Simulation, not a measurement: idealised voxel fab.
This section sets out a process module, namely voxel released beams.
It is cross-section cut that appears here, measuring 255 nm in width, its square cells being 5 nm in size.
Each cross-section below is a grid of square cells, stated as bands in top-down order, with one or more rows of cells making up each band.
First you get the band's top height and its bottom height, in nm, and then the materials it's made of, left to right, with each width in nm. If you see a single material with "everywhere", that one covers the band edge to edge. "air" is empty space.
Zero point of the height axis is 0; under it, received wafer = one material. Lowest band: continues down indefinitely, "0 nm and below".
When a width is written as two numbers, as in "30 to 40", the first number is the width in the top row of cells of the band and the second is the width in its bottom row, and the width changes by the same amount from each row to the next.
"stayed the same" after a step means that no cell of the cross-section changed.
Empty spaces without an open route to the top, at least 8 cells in extent, make up the entry "Sealed void inventory"; each is given as width x height at distance, where the distance is measured from the left edge, and all are in nm.
after a step's settings: what the simulator itself notes on the step
Among the settings permitted on a step's line is "overlay nm"; applied to a step with a mask, it specifies the extent to which the mask lay to the right of its planned position, whereas a negative figure signifies a position to the left.
These are the steps we planned for the process
1: op RECEIVE | material Si
2: op CONFORMAL_DEP | material SiN | thk nm 10
3: op DIRECTIONAL_DEP | material SiO2 | thk nm 10
4: op MASKED_ETCH | tone open | mask id ANCHOR | width nm 45 | etch materials SiO2 | depth nm 10 | overlay nm 0
5: op CONFORMAL_DEP | material TiN | thk nm 15
6: op MASKED_ETCH | tone cover | mask id BEAM | width nm 120 | etch materials TiN | depth nm 15 | overlay nm 0
7: op STRIP | etch materials SiO2
Cross-sectional view of the wafer in its as-received condition, corresponding to the state after step 1
- 0 nm and below  Si everywhere
- Sealed void inventory: none
Cross-section taken at module completion on the first of two wafers; processed per the plan
- 35 nm to 25 nm  air 65 nm; TiN 20 nm; air 15 nm; TiN 85 nm; air 70 nm
- 25 nm to 20 nm  air 65 nm; TiN 120 nm; air 70 nm
- 20 nm to 10 nm  air 70 nm; TiN 45 nm; air 140 nm
- 10 nm to 0 nm  SiN everywhere
- 0 nm and below  Si everywhere
- Sealed void inventory: none
End of module, second wafer, cross-section. Started like the first, planned like the first, run with one mistake
- 35 nm to 25 nm  air 65 nm; TiN 20 nm; air 15 nm; TiN 85 nm; air 70 nm
- 25 nm to 20 nm  air 65 nm; TiN 120 nm; air 70 nm
- 20 nm to 10 nm  air 70 nm; TiN 45 nm; air 140 nm
- 10 nm to 0 nm  TiN everywhere
- 0 nm and below  Si everywhere
- Sealed void inventory: none
Processing error: in deviation from the planned setting, step 2 was conducted as op CONFORMAL_DEP | material TiN | thk nm 10
End check, counted in cells, second wafer has more or fewer of these materials than the first: SiN: 102 fewer; TiN: 102 more
